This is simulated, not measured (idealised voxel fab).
process module | voxel self aligned vias
cross-section cut | 300 nm wide | cells 5 nm
A cross-section is a grid of square cells, given in bands from the top down. A band is one or more rows of cells.
Each band's line starts with the height of the band's top and of its bottom, in nm. Then come its materials from left to right, each with its width in nm. One material with "throughout" fills the band from edge to edge. "air" is empty space.
Height 0 is the level under which the wafer as received is all one material. The lowest band goes on downwards, as in "0 down".
A width such as "30 to 40" changes by the same amount from each row of cells to the next, from the band's top row to its bottom row.
"no change" after a step means that no cell of the cross-section changed.
closed voids: empty space of 8 cells or more with no open way to the top, each as width x height at its distance from the left edge, in nm
after a step's settings: what the simulator itself notes on the step
overlay nm, on a step with a mask: how far to the right of its planned place the mask lay; to the left if negative
Each pair below shows a cross-section before one step and the cross-section after it, down to the lowest band that changed. The line under each pair gives the step between them, with its settings. The pairs can come from different runs of this module on the same starting wafer, so a pair continues from the pair above only where its "before" says so.
before
  0 down: Si throughout
  closed voids: none
after
  10 to 0: SiO2 throughout
  below 0: unchanged
  closed voids: none
the step between: op CONFORMAL_DEP | material SiO2 | thk nm 10
before: the cross-section after the pair above
after
  15 to 10: SiCN throughout
  below 10: unchanged
  closed voids: none
the step between: op CONFORMAL_DEP | material SiCN | thk nm 5
before: the cross-section after the pair above
after
  35 to 15: SiO2 throughout
  below 15: unchanged
  closed voids: none
the step between: op DIRECTIONAL_DEP | material SiO2 | thk nm 20
before: the cross-section after the pair above
after
  35 to 15: SiO2 100 | air 30 | SiO2 40 | air 30 | SiO2 100
  below 15: unchanged
  closed voids: none
the step between: op MASKED_ETCH | tone open | mask id LINES | width nm 30 | pitch nm 70 | etch materials SiO2 | depth nm 20 | overlay nm 0
before: the cross-section after the pair above
after
  40 to 35: TiN 105 | air 20 | TiN 50 | air 20 | TiN 105
  35 to 20: SiO2 100 | TiN 5 | air 20 | TiN 5 | SiO2 40 | TiN 5 | air 20 | TiN 5 | SiO2 100
  20 to 15: SiO2 100 | TiN 30 | SiO2 40 | TiN 30 | SiO2 100
  below 15: unchanged
  closed voids: none
the step between: op CONFORMAL_DEP | material TiN | thk nm 5
before: the cross-section after the pair above
after
  50 to 40: Ru throughout
  40 to 35: TiN 105 | Ru 20 | TiN 50 | Ru 20 | TiN 105
  35 to 20: SiO2 100 | TiN 5 | Ru 20 | TiN 5 | SiO2 40 | TiN 5 | Ru 20 | TiN 5 | SiO2 100
  below 20: unchanged
  closed voids: none
the step between: op FILL_DEP | material Ru | thk nm 10
before: the cross-section after the pair above
after
  35 to 20: SiO2 100 | TiN 5 | Ru 20 | TiN 5 | SiO2 40 | TiN 5 | Ru 20 | TiN 5 | SiO2 100
  below 20: unchanged
  closed voids: none
the step between: op CMP | height nm 35
before: the cross-section after the pair above
after
  35 to 30: SiO2 100 | air 30 | SiO2 40 | air 30 | SiO2 100
  below 30: unchanged
  closed voids: none
the step between: op SELECTIVE_ETCH | etch materials W Ru TiN | depth nm 5
before: the cross-section after the pair above
after
  45 to 35: SiN throughout
  35 to 30: SiO2 100 | SiN 30 | SiO2 40 | SiN 30 | SiO2 100
  below 30: unchanged
  closed voids: none
the step between: op FILL_DEP | material SiN | thk nm 10
before: the cross-section after the pair above
after
  35 to 30: SiO2 100 | SiN 30 | SiO2 40 | SiN 30 | SiO2 100
  below 30: unchanged
  closed voids: none
the step between: op CMP | height nm 35
before: the cross-section after the pair above
after
  50 to 35: SiO2 throughout
  below 35: unchanged
  closed voids: none
the step between: op DIRECTIONAL_DEP | material SiO2 | thk nm 15
before: the cross-section after the pair above
after
  50 to 35: SiO2 90 | air 50 | SiO2 160
  below 35: unchanged
  closed voids: none
the step between: op MASKED_ETCH | tone open | mask id VIAS | width nm 50 | etch materials SiO2 | depth nm 15 | overlay nm 0
before: the cross-section after the pair above
after
  50 to 35: SiO2 90 | air 50 | SiO2 160
  35 to 30: SiO2 100 | air 30 | SiO2 40 | SiN 30 | SiO2 100
  below 30: unchanged
  closed voids: none
the step between: op MASKED_ETCH | tone open | mask id VIAS | width nm 50 | etch materials SiN | depth nm 5 | overlay nm 0
before: the cross-section after the pair above
after
  55 to 50: TiN 95 | air 40 | TiN 165
  50 to 40: SiO2 90 | TiN 5 | air 40 | TiN 5 | SiO2 160
  40 to 35: SiO2 90 | TiN 15 | air 20 | TiN 15 | SiO2 160
  35 to 30: SiO2 100 | TiN 30 | SiO2 40 | SiN 30 | SiO2 100
  below 30: unchanged
  closed voids: none
the step between: op CONFORMAL_DEP | material TiN | thk nm 5
before: the cross-section after the pair above
after
  60 to 55: W throughout
  55 to 50: TiN 95 | W 40 | TiN 165
  50 to 40: SiO2 90 | TiN 5 | W 40 | TiN 5 | SiO2 160
  40 to 35: SiO2 90 | TiN 15 | W 20 | TiN 15 | SiO2 160
  below 35: unchanged
  closed voids: none
the step between: op FILL_DEP | material W | thk nm 5
before: the cross-section after the pair above
after
  50 to 40: SiO2 90 | TiN 5 | W 40 | TiN 5 | SiO2 160
  below 40: unchanged
  closed voids: none
the step between: op CMP | height nm 50
before: the cross-section after the pair above
after
  55 to 50: SiCN throughout
  below 50: unchanged
  closed voids: none
the step between: op CONFORMAL_DEP | material SiCN | thk nm 5
before
  10 to 0: SiO2 throughout
  0 down: Si throughout
  closed voids: none
after
  30 to 0: SiO2 throughout
  below 0: unchanged
  closed voids: none
the step between: op DIRECTIONAL_DEP | material SiO2 | thk nm 20
before: the cross-section after the pair above
after
  30 to 10: SiO2 100 | air 30 | SiO2 40 | air 30 | SiO2 100
  below 10: unchanged
  closed voids: none
the step between: op MASKED_ETCH | tone open | mask id LINES | width nm 30 | pitch nm 70 | etch materials SiO2 | depth nm 20 | overlay nm 0
before: the cross-section after the pair above
after
  35 to 30: TiN 105 | air 20 | TiN 50 | air 20 | TiN 105
  30 to 15: SiO2 100 | TiN 5 | air 20 | TiN 5 | SiO2 40 | TiN 5 | air 20 | TiN 5 | SiO2 100
  15 to 10: SiO2 100 | TiN 30 | SiO2 40 | TiN 30 | SiO2 100
  below 10: unchanged
  closed voids: none
the step between: op CONFORMAL_DEP | material TiN | thk nm 5
before: the cross-section after the pair above
after
  45 to 35: Ru throughout
  35 to 30: TiN 105 | Ru 20 | TiN 50 | Ru 20 | TiN 105
  30 to 15: SiO2 100 | TiN 5 | Ru 20 | TiN 5 | SiO2 40 | TiN 5 | Ru 20 | TiN 5 | SiO2 100
  below 15: unchanged
  closed voids: none
the step between: op FILL_DEP | material Ru | thk nm 10
before: the cross-section after the pair above
after
  35 to 30: TiN 105 | Ru 20 | TiN 50 | Ru 20 | TiN 105
  below 30: unchanged
  closed voids: none
the step between: op CMP | height nm 35
before: the cross-section after the pair above
after
  30 to 15: SiO2 100 | TiN 5 | Ru 20 | TiN 5 | SiO2 40 | TiN 5 | Ru 20 | TiN 5 | SiO2 100
  below 15: unchanged
  closed voids: none
the step between: op SELECTIVE_ETCH | etch materials W Ru TiN | depth nm 5
before: the cross-section after the pair above
after
  40 to 30: SiN throughout
  below 30: unchanged
  closed voids: none
the step between: op FILL_DEP | material SiN | thk nm 10
before: the cross-section after the pair above
after
  35 to 30: SiN throughout
  below 30: unchanged
  closed voids: none
the step between: op CMP | height nm 35
before: the cross-section after the pair above
after
  50 to 35: SiO2 throughout
  below 35: unchanged
  closed voids: none
the step between: op DIRECTIONAL_DEP | material SiO2 | thk nm 15
before: the cross-section after the pair above
after
  50 to 35: SiO2 90 | air 50 | SiO2 160
  below 35: unchanged
  closed voids: none
the step between: op MASKED_ETCH | tone open | mask id VIAS | width nm 50 | etch materials SiO2 | depth nm 15 | overlay nm 0
before: the cross-section after the pair above
after
  50 to 35: SiO2 90 | air 50 | SiO2 160
  35 to 30: SiN 90 | air 50 | SiN 160
  below 30: unchanged
  closed voids: none
the step between: op MASKED_ETCH | tone open | mask id VIAS | width nm 50 | etch materials SiN | depth nm 5 | overlay nm 0
before: the cross-section after the pair above
after
  55 to 50: TiN 95 | air 40 | TiN 165
  50 to 35: SiO2 90 | TiN 5 | air 40 | TiN 5 | SiO2 160
  35 to 30: SiN 90 | TiN 50 | SiN 160
  below 30: unchanged
  closed voids: none
the step between: op CONFORMAL_DEP | material TiN | thk nm 5
before: the cross-section after the pair above
after
  60 to 55: W throughout
  55 to 50: TiN 95 | W 40 | TiN 165
  50 to 35: SiO2 90 | TiN 5 | W 40 | TiN 5 | SiO2 160
  below 35: unchanged
  closed voids: none
the step between: op FILL_DEP | material W | thk nm 5
before: the cross-section after the pair above
after
  50 to 35: SiO2 90 | TiN 5 | W 40 | TiN 5 | SiO2 160
  below 35: unchanged
  closed voids: none
the step between: op CMP | height nm 50
before: the cross-section after the pair above
after
  55 to 50: SiCN throughout
  below 50: unchanged
  closed voids: none
the step between: op CONFORMAL_DEP | material SiCN | thk nm 5
before
  50 to 35: SiO2 90 | air 50 | SiO2 160
  35 to 30: SiO2 100 | SiN 30 | SiO2 40 | SiN 30 | SiO2 100
  30 to 20: SiO2 100 | TiN 5 | Ru 20 | TiN 5 | SiO2 40 | TiN 5 | Ru 20 | TiN 5 | SiO2 100
  20 to 15: SiO2 100 | TiN 30 | SiO2 40 | TiN 30 | SiO2 100
  15 to 10: SiCN throughout
  10 to 0: SiO2 throughout
  0 down: Si throughout
  closed voids: none
after
  50 to 35: SiO2 90 | air 50 | SiO2 160
  35 to 30: SiO2 90 | air 10 | SiN 30 | air 10 | SiO2 30 | SiN 30 | SiO2 100
  30 to 20: SiO2 90 | air 10 | TiN 5 | Ru 20 | TiN 5 | air 10 | SiO2 30 | TiN 5 | Ru 20 | TiN 5 | SiO2 100
  below 20: unchanged
  closed voids: none
the step between: op MASKED_ETCH | tone open | mask id VIAS | width nm 50 | etch materials SiO2 | depth nm 15 | overlay nm 0
before: the cross-section after the pair above
after
  50 to 35: SiO2 90 | air 50 | SiO2 160
  35 to 30: SiO2 90 | air 50 | SiO2 30 | SiN 30 | SiO2 100
  below 30: unchanged
  closed voids: none
the step between: op MASKED_ETCH | tone open | mask id VIAS | width nm 50 | etch materials SiN | depth nm 5 | overlay nm 0
before: the cross-section after the pair above
after
  55 to 50: TiN 95 | air 40 | TiN 165
  50 to 35: SiO2 90 | TiN 5 | air 40 | TiN 5 | SiO2 160
  35 to 30: SiO2 90 | TiN 50 | SiO2 30 | SiN 30 | SiO2 100
  30 to 20: SiO2 90 | TiN 15 | Ru 20 | TiN 15 | SiO2 30 | TiN 5 | Ru 20 | TiN 5 | SiO2 100
  below 20: unchanged
  closed voids: none
the step between: op CONFORMAL_DEP | material TiN | thk nm 5
before: the cross-section after the pair above
after
  60 to 55: W throughout
  55 to 50: TiN 95 | W 40 | TiN 165
  50 to 35: SiO2 90 | TiN 5 | W 40 | TiN 5 | SiO2 160
  below 35: unchanged
  closed voids: none
the step between: op FILL_DEP | material W | thk nm 5
before: the cross-section after the pair above
after
  50 to 35: SiO2 90 | TiN 5 | W 40 | TiN 5 | SiO2 160
  below 35: unchanged
  closed voids: none
the step between: op CMP | height nm 50
before: the cross-section after the pair above
after
  55 to 50: SiCN throughout
  below 50: unchanged
  closed voids: none
the step between: op CONFORMAL_DEP | material SiCN | thk nm 5
before
  0 down: Si throughout
  closed voids: none
after
  5 to 0: SiCN throughout
  below 0: unchanged
  closed voids: none
the step between: op CONFORMAL_DEP | material SiCN | thk nm 5
before: the cross-section after the pair above
after
  15 to 5: SiO2 throughout
  below 5: unchanged
  closed voids: none
the step between: op CONFORMAL_DEP | material SiO2 | thk nm 10
before: the cross-section after the pair above
after
  35 to 5: SiO2 throughout
  below 5: unchanged
  closed voids: none
the step between: op DIRECTIONAL_DEP | material SiO2 | thk nm 20
before: the cross-section after the pair above
after
  35 to 15: SiO2 100 | air 30 | SiO2 40 | air 30 | SiO2 100
  below 15: unchanged
  closed voids: none
the step between: op MASKED_ETCH | tone open | mask id LINES | width nm 30 | pitch nm 70 | etch materials SiO2 | depth nm 20 | overlay nm 0
before: the cross-section after the pair above
after
  40 to 35: TiN 105 | air 20 | TiN 50 | air 20 | TiN 105
  35 to 20: SiO2 100 | TiN 5 | air 20 | TiN 5 | SiO2 40 | TiN 5 | air 20 | TiN 5 | SiO2 100
  20 to 15: SiO2 100 | TiN 30 | SiO2 40 | TiN 30 | SiO2 100
  below 15: unchanged
  closed voids: none
the step between: op CONFORMAL_DEP | material TiN | thk nm 5
before: the cross-section after the pair above
after
  50 to 40: Ru throughout
  40 to 35: TiN 105 | Ru 20 | TiN 50 | Ru 20 | TiN 105
  35 to 20: SiO2 100 | TiN 5 | Ru 20 | TiN 5 | SiO2 40 | TiN 5 | Ru 20 | TiN 5 | SiO2 100
  below 20: unchanged
  closed voids: none
the step between: op FILL_DEP | material Ru | thk nm 10
before: the cross-section after the pair above
after
  35 to 20: SiO2 100 | TiN 5 | Ru 20 | TiN 5 | SiO2 40 | TiN 5 | Ru 20 | TiN 5 | SiO2 100
  below 20: unchanged
  closed voids: none
the step between: op CMP | height nm 35
before: the cross-section after the pair above
after
  35 to 30: SiO2 100 | air 30 | SiO2 40 | air 30 | SiO2 100
  below 30: unchanged
  closed voids: none
the step between: op SELECTIVE_ETCH | etch materials W Ru TiN | depth nm 5
before: the cross-section after the pair above
after
  45 to 35: SiN throughout
  35 to 30: SiO2 100 | SiN 30 | SiO2 40 | SiN 30 | SiO2 100
  below 30: unchanged
  closed voids: none
the step between: op FILL_DEP | material SiN | thk nm 10
before: the cross-section after the pair above
after
  35 to 30: SiO2 100 | SiN 30 | SiO2 40 | SiN 30 | SiO2 100
  below 30: unchanged
  closed voids: none
the step between: op CMP | height nm 35
before: the cross-section after the pair above
after
  50 to 35: SiO2 throughout
  below 35: unchanged
  closed voids: none
the step between: op DIRECTIONAL_DEP | material SiO2 | thk nm 15
before: the cross-section after the pair above
after
  50 to 35: SiO2 90 | air 50 | SiO2 160
  below 35: unchanged
  closed voids: none
the step between: op MASKED_ETCH | tone open | mask id VIAS | width nm 50 | etch materials SiO2 | depth nm 15 | overlay nm 0
before: the cross-section after the pair above
after
  50 to 35: SiO2 90 | air 50 | SiO2 160
  35 to 30: SiO2 100 | air 30 | SiO2 40 | SiN 30 | SiO2 100
  below 30: unchanged
  closed voids: none
the step between: op MASKED_ETCH | tone open | mask id VIAS | width nm 50 | etch materials SiN | depth nm 5 | overlay nm 0
before: the cross-section after the pair above
after
  55 to 50: TiN 95 | air 40 | TiN 165
  50 to 40: SiO2 90 | TiN 5 | air 40 | TiN 5 | SiO2 160
  40 to 35: SiO2 90 | TiN 15 | air 20 | TiN 15 | SiO2 160
  35 to 30: SiO2 100 | TiN 30 | SiO2 40 | SiN 30 | SiO2 100
  below 30: unchanged
  closed voids: none
the step between: op CONFORMAL_DEP | material TiN | thk nm 5
before: the cross-section after the pair above
after
  60 to 55: W throughout
  55 to 50: TiN 95 | W 40 | TiN 165
  50 to 40: SiO2 90 | TiN 5 | W 40 | TiN 5 | SiO2 160
  40 to 35: SiO2 90 | TiN 15 | W 20 | TiN 15 | SiO2 160
  below 35: unchanged
  closed voids: none
the step between: op FILL_DEP | material W | thk nm 5
before: the cross-section after the pair above
after
  50 to 40: SiO2 90 | TiN 5 | W 40 | TiN 5 | SiO2 160
  below 40: unchanged
  closed voids: none
the step between: op CMP | height nm 50
before: the cross-section after the pair above
after
  55 to 50: SiCN throughout
  below 50: unchanged
  closed voids: none
the step between: op CONFORMAL_DEP | material SiCN | thk nm 5
before
  10 to 0: SiO2 throughout
  0 down: Si throughout
  closed voids: none
after
  25 to 10: SiCN throughout
  below 10: unchanged
  closed voids: none
the step between: op CONFORMAL_DEP | material SiCN | thk nm 15
before: the cross-section after the pair above
after
  45 to 25: SiO2 throughout
  below 25: unchanged
  closed voids: none
the step between: op DIRECTIONAL_DEP | material SiO2 | thk nm 20
before: the cross-section after the pair above
after
  45 to 25: SiO2 100 | air 30 | SiO2 40 | air 30 | SiO2 100
  below 25: unchanged
  closed voids: none
the step between: op MASKED_ETCH | tone open | mask id LINES | width nm 30 | pitch nm 70 | etch materials SiO2 | depth nm 20 | overlay nm 0
before: the cross-section after the pair above
after
  50 to 45: TiN 105 | air 20 | TiN 50 | air 20 | TiN 105
  45 to 30: SiO2 100 | TiN 5 | air 20 | TiN 5 | SiO2 40 | TiN 5 | air 20 | TiN 5 | SiO2 100
  30 to 25: SiO2 100 | TiN 30 | SiO2 40 | TiN 30 | SiO2 100
  below 25: unchanged
  closed voids: none
the step between: op CONFORMAL_DEP | material TiN | thk nm 5
before: the cross-section after the pair above
after
  60 to 50: Ru throughout
  50 to 45: TiN 105 | Ru 20 | TiN 50 | Ru 20 | TiN 105
  45 to 30: SiO2 100 | TiN 5 | Ru 20 | TiN 5 | SiO2 40 | TiN 5 | Ru 20 | TiN 5 | SiO2 100
  below 30: unchanged
  closed voids: none
the step between: op FILL_DEP | material Ru | thk nm 10
before: the cross-section after the pair above
after
  35 to 30: SiO2 100 | TiN 5 | Ru 20 | TiN 5 | SiO2 40 | TiN 5 | Ru 20 | TiN 5 | SiO2 100
  below 30: unchanged
  closed voids: none
the step between: op CMP | height nm 35
before: the cross-section after the pair above
after
  35 to 30: SiO2 100 | air 30 | SiO2 40 | air 30 | SiO2 100
  below 30: unchanged
  closed voids: none
the step between: op SELECTIVE_ETCH | etch materials W Ru TiN | depth nm 5
before: the cross-section after the pair above
after
  45 to 35: SiN throughout
  35 to 30: SiO2 100 | SiN 30 | SiO2 40 | SiN 30 | SiO2 100
  below 30: unchanged
  closed voids: none
the step between: op FILL_DEP | material SiN | thk nm 10
before: the cross-section after the pair above
after
  35 to 30: SiO2 100 | SiN 30 | SiO2 40 | SiN 30 | SiO2 100
  below 30: unchanged
  closed voids: none
the step between: op CMP | height nm 35
before: the cross-section after the pair above
after
  50 to 35: SiO2 throughout
  below 35: unchanged
  closed voids: none
the step between: op DIRECTIONAL_DEP | material SiO2 | thk nm 15
before: the cross-section after the pair above
after
  50 to 35: SiO2 90 | air 50 | SiO2 160
  below 35: unchanged
  closed voids: none
the step between: op MASKED_ETCH | tone open | mask id VIAS | width nm 50 | etch materials SiO2 | depth nm 15 | overlay nm 0
before: the cross-section after the pair above
after
  50 to 35: SiO2 90 | air 50 | SiO2 160
  35 to 30: SiO2 100 | air 30 | SiO2 40 | SiN 30 | SiO2 100
  below 30: unchanged
  closed voids: none
the step between: op MASKED_ETCH | tone open | mask id VIAS | width nm 50 | etch materials SiN | depth nm 5 | overlay nm 0
before: the cross-section after the pair above
after
  55 to 50: TiN 95 | air 40 | TiN 165
  50 to 40: SiO2 90 | TiN 5 | air 40 | TiN 5 | SiO2 160
  40 to 35: SiO2 90 | TiN 15 | air 20 | TiN 15 | SiO2 160
  35 to 30: SiO2 100 | TiN 30 | SiO2 40 | SiN 30 | SiO2 100
  below 30: unchanged
  closed voids: none
the step between: op CONFORMAL_DEP | material TiN | thk nm 5
before: the cross-section after the pair above
after
  60 to 55: W throughout
  55 to 50: TiN 95 | W 40 | TiN 165
  50 to 40: SiO2 90 | TiN 5 | W 40 | TiN 5 | SiO2 160
  40 to 35: SiO2 90 | TiN 15 | W 20 | TiN 15 | SiO2 160
  below 35: unchanged
  closed voids: none
the step between: op FILL_DEP | material W | thk nm 5
before: the cross-section after the pair above
after
  50 to 40: SiO2 90 | TiN 5 | W 40 | TiN 5 | SiO2 160
  below 40: unchanged
  closed voids: none
the step between: op CMP | height nm 50
before: the cross-section after the pair above
after
  55 to 50: SiCN throughout
  below 50: unchanged
  closed voids: none
the step between: op CONFORMAL_DEP | material SiCN | thk nm 5
before
  35 to 15: SiO2 throughout
  15 to 10: SiCN throughout
  10 to 0: SiO2 throughout
  0 down: Si throughout
  closed voids: none
after
  35 to 15: SiO2 105 | air 20 | SiO2 50 | air 20 | SiO2 105
  below 15: unchanged
  closed voids: none
the step between: op MASKED_ETCH | tone open | mask id LINES | width nm 20 | pitch nm 70 | etch materials SiO2 | depth nm 20 | overlay nm 0
before: the cross-section after the pair above
after
  40 to 35: TiN 110 | air 10 | TiN 60 | air 10 | TiN 110
  35 to 20: SiO2 105 | TiN 5 | air 10 | TiN 5 | SiO2 50 | TiN 5 | air 10 | TiN 5 | SiO2 105
  20 to 15: SiO2 105 | TiN 20 | SiO2 50 | TiN 20 | SiO2 105
  below 15: unchanged
  closed voids: none
the step between: op CONFORMAL_DEP | material TiN | thk nm 5
before: the cross-section after the pair above
after
  50 to 40: Ru throughout
  40 to 35: TiN 110 | Ru 10 | TiN 60 | Ru 10 | TiN 110
  35 to 20: SiO2 105 | TiN 5 | Ru 10 | TiN 5 | SiO2 50 | TiN 5 | Ru 10 | TiN 5 | SiO2 105
  below 20: unchanged
  closed voids: none
the step between: op FILL_DEP | material Ru | thk nm 10
before: the cross-section after the pair above
after
  35 to 20: SiO2 105 | TiN 5 | Ru 10 | TiN 5 | SiO2 50 | TiN 5 | Ru 10 | TiN 5 | SiO2 105
  below 20: unchanged
  closed voids: none
the step between: op CMP | height nm 35
before: the cross-section after the pair above
after
  35 to 30: SiO2 105 | air 20 | SiO2 50 | air 20 | SiO2 105
  below 30: unchanged
  closed voids: none
the step between: op SELECTIVE_ETCH | etch materials W Ru TiN | depth nm 5
before: the cross-section after the pair above
after
  45 to 35: SiN throughout
  35 to 30: SiO2 105 | SiN 20 | SiO2 50 | SiN 20 | SiO2 105
  below 30: unchanged
  closed voids: none
the step between: op FILL_DEP | material SiN | thk nm 10
before: the cross-section after the pair above
after
  35 to 30: SiO2 105 | SiN 20 | SiO2 50 | SiN 20 | SiO2 105
  below 30: unchanged
  closed voids: none
the step between: op CMP | height nm 35
before: the cross-section after the pair above
after
  50 to 35: SiO2 throughout
  below 35: unchanged
  closed voids: none
the step between: op DIRECTIONAL_DEP | material SiO2 | thk nm 15
before: the cross-section after the pair above
after
  50 to 35: SiO2 90 | air 50 | SiO2 160
  below 35: unchanged
  closed voids: none
the step between: op MASKED_ETCH | tone open | mask id VIAS | width nm 50 | etch materials SiO2 | depth nm 15 | overlay nm 0
before: the cross-section after the pair above
after
  50 to 35: SiO2 90 | air 50 | SiO2 160
  35 to 30: SiO2 105 | air 20 | SiO2 50 | SiN 20 | SiO2 105
  below 30: unchanged
  closed voids: none
the step between: op MASKED_ETCH | tone open | mask id VIAS | width nm 50 | etch materials SiN | depth nm 5 | overlay nm 0
before: the cross-section after the pair above
after
  55 to 50: TiN 95 | air 40 | TiN 165
  50 to 40: SiO2 90 | TiN 5 | air 40 | TiN 5 | SiO2 160
  40 to 35: SiO2 90 | TiN 20 | air 10 | TiN 20 | SiO2 160
  35 to 30: SiO2 105 | TiN 20 | SiO2 50 | SiN 20 | SiO2 105
  below 30: unchanged
  closed voids: none
the step between: op CONFORMAL_DEP | material TiN | thk nm 5
before: the cross-section after the pair above
after
  60 to 55: W throughout
  55 to 50: TiN 95 | W 40 | TiN 165
  50 to 40: SiO2 90 | TiN 5 | W 40 | TiN 5 | SiO2 160
  40 to 35: SiO2 90 | TiN 20 | W 10 | TiN 20 | SiO2 160
  below 35: unchanged
  closed voids: none
the step between: op FILL_DEP | material W | thk nm 5
before: the cross-section after the pair above
after
  50 to 40: SiO2 90 | TiN 5 | W 40 | TiN 5 | SiO2 160
  below 40: unchanged
  closed voids: none
the step between: op CMP | height nm 50
before: the cross-section after the pair above
after
  55 to 50: SiCN throughout
  below 50: unchanged
  closed voids: none
the step between: op CONFORMAL_DEP | material SiCN | thk nm 5
before
  35 to 15: SiO2 throughout
  15 to 10: SiCN throughout
  10 to 0: SiO2 throughout
  0 down: Si throughout
  closed voids: none
after
  35 to 15: SiO2 110 | air 30 | SiO2 40 | air 30 | SiO2 90
  below 15: unchanged
  closed voids: none
the step between: op MASKED_ETCH | tone open | mask id LINES | width nm 30 | pitch nm 70 | etch materials SiO2 | depth nm 20 | overlay nm 10
before: the cross-section after the pair above
after
  40 to 35: TiN 115 | air 20 | TiN 50 | air 20 | TiN 95
  35 to 20: SiO2 110 | TiN 5 | air 20 | TiN 5 | SiO2 40 | TiN 5 | air 20 | TiN 5 | SiO2 90
  20 to 15: SiO2 110 | TiN 30 | SiO2 40 | TiN 30 | SiO2 90
  below 15: unchanged
  closed voids: none
the step between: op CONFORMAL_DEP | material TiN | thk nm 5
before: the cross-section after the pair above
after
  50 to 40: Ru throughout
  40 to 35: TiN 115 | Ru 20 | TiN 50 | Ru 20 | TiN 95
  35 to 20: SiO2 110 | TiN 5 | Ru 20 | TiN 5 | SiO2 40 | TiN 5 | Ru 20 | TiN 5 | SiO2 90
  below 20: unchanged
  closed voids: none
the step between: op FILL_DEP | material Ru | thk nm 10
before: the cross-section after the pair above
after
  35 to 20: SiO2 110 | TiN 5 | Ru 20 | TiN 5 | SiO2 40 | TiN 5 | Ru 20 | TiN 5 | SiO2 90
  below 20: unchanged
  closed voids: none
the step between: op CMP | height nm 35
before: the cross-section after the pair above
after
  35 to 30: SiO2 110 | air 30 | SiO2 40 | air 30 | SiO2 90
  below 30: unchanged
  closed voids: none
the step between: op SELECTIVE_ETCH | etch materials W Ru TiN | depth nm 5
before: the cross-section after the pair above
after
  45 to 35: SiN throughout
  35 to 30: SiO2 110 | SiN 30 | SiO2 40 | SiN 30 | SiO2 90
  below 30: unchanged
  closed voids: none
the step between: op FILL_DEP | material SiN | thk nm 10
before: the cross-section after the pair above
after
  35 to 30: SiO2 110 | SiN 30 | SiO2 40 | SiN 30 | SiO2 90
  below 30: unchanged
  closed voids: none
the step between: op CMP | height nm 35
before: the cross-section after the pair above
after
  50 to 35: SiO2 throughout
  below 35: unchanged
  closed voids: none
the step between: op DIRECTIONAL_DEP | material SiO2 | thk nm 15
before: the cross-section after the pair above
after
  50 to 35: SiO2 90 | air 50 | SiO2 160
  below 35: unchanged
  closed voids: none
the step between: op MASKED_ETCH | tone open | mask id VIAS | width nm 50 | etch materials SiO2 | depth nm 15 | overlay nm 0
before: the cross-section after the pair above
after
  50 to 35: SiO2 90 | air 50 | SiO2 160
  35 to 30: SiO2 110 | air 30 | SiO2 40 | SiN 30 | SiO2 90
  below 30: unchanged
  closed voids: none
the step between: op MASKED_ETCH | tone open | mask id VIAS | width nm 50 | etch materials SiN | depth nm 5 | overlay nm 0
before: the cross-section after the pair above
after
  55 to 50: TiN 95 | air 40 | TiN 165
  50 to 40: SiO2 90 | TiN 5 | air 40 | TiN 5 | SiO2 160
  40 to 35: SiO2 90 | TiN 25 | air 20 | TiN 5 | SiO2 160
  35 to 30: SiO2 110 | TiN 30 | SiO2 40 | SiN 30 | SiO2 90
  below 30: unchanged
  closed voids: none
the step between: op CONFORMAL_DEP | material TiN | thk nm 5
before: the cross-section after the pair above
after
  60 to 55: W throughout
  55 to 50: TiN 95 | W 40 | TiN 165
  50 to 40: SiO2 90 | TiN 5 | W 40 | TiN 5 | SiO2 160
  40 to 35: SiO2 90 | TiN 25 | W 20 | TiN 5 | SiO2 160
  below 35: unchanged
  closed voids: none
the step between: op FILL_DEP | material W | thk nm 5
before: the cross-section after the pair above
after
  50 to 40: SiO2 90 | TiN 5 | W 40 | TiN 5 | SiO2 160
  below 40: unchanged
  closed voids: none
the step between: op CMP | height nm 50
before: the cross-section after the pair above
after
  55 to 50: SiCN throughout
  below 50: unchanged
  closed voids: none
the step between: op CONFORMAL_DEP | material SiCN | thk nm 5
before
  35 to 30: SiO2 100 | SiN 30 | SiO2 40 | SiN 30 | SiO2 100
  30 to 20: SiO2 100 | TiN 5 | Ru 20 | TiN 5 | SiO2 40 | TiN 5 | Ru 20 | TiN 5 | SiO2 100
  20 to 15: SiO2 100 | TiN 30 | SiO2 40 | TiN 30 | SiO2 100
  15 to 10: SiCN throughout
  10 to 0: SiO2 throughout
  0 down: Si throughout
  closed voids: none
after
  50 to 35: W throughout
  below 35: unchanged
  closed voids: none
the step between: op DIRECTIONAL_DEP | material W | thk nm 15
before: the cross-section after the pair above
after
  55 to 50: TiN throughout
  below 50: unchanged
  closed voids: none
the step between: op CONFORMAL_DEP | material TiN | thk nm 5
before: the cross-section after the pair above
after
  60 to 55: W throughout
  below 55: unchanged
  closed voids: none
the step between: op FILL_DEP | material W | thk nm 5
before: the cross-section after the pair above
after
  50 to 35: W throughout
  below 35: unchanged
  closed voids: none
the step between: op CMP | height nm 50
before: the cross-section after the pair above
after
  55 to 50: SiCN throughout
  below 50: unchanged
  closed voids: none
the step between: op CONFORMAL_DEP | material SiCN | thk nm 5
before
  50 to 35: SiO2 throughout
  35 to 30: SiO2 100 | SiN 30 | SiO2 40 | SiN 30 | SiO2 100
  30 to 20: SiO2 100 | TiN 5 | Ru 20 | TiN 5 | SiO2 40 | TiN 5 | Ru 20 | TiN 5 | SiO2 100
  20 to 15: SiO2 100 | TiN 30 | SiO2 40 | TiN 30 | SiO2 100
  15 to 10: SiCN throughout
  10 to 0: SiO2 throughout
  0 down: Si throughout
  closed voids: none
after
  50 to 35: air 90 | SiO2 50 | air 160
  below 35: unchanged
  closed voids: none
the step between: op MASKED_ETCH | tone cover | mask id VIAS | width nm 50 | etch materials SiO2 | depth nm 15 | overlay nm 0
before: the cross-section after the pair above
after
  55 to 50: air 85 | TiN 60 | air 155
  50 to 40: air 85 | TiN 5 | SiO2 50 | TiN 5 | air 155
  40 to 35: TiN 90 | SiO2 50 | TiN 160
  below 35: unchanged
  closed voids: none
the step between: op CONFORMAL_DEP | material TiN | thk nm 5
before: the cross-section after the pair above
after
  60 to 55: W throughout
  55 to 50: W 85 | TiN 60 | W 155
  50 to 40: W 85 | TiN 5 | SiO2 50 | TiN 5 | W 155
  below 40: unchanged
  closed voids: none
the step between: op FILL_DEP | material W | thk nm 5
before: the cross-section after the pair above
after
  50 to 40: W 85 | TiN 5 | SiO2 50 | TiN 5 | W 155
  below 40: unchanged
  closed voids: none
the step between: op CMP | height nm 50
before: the cross-section after the pair above
after
  55 to 50: SiCN throughout
  below 50: unchanged
  closed voids: none
the step between: op CONFORMAL_DEP | material SiCN | thk nm 5
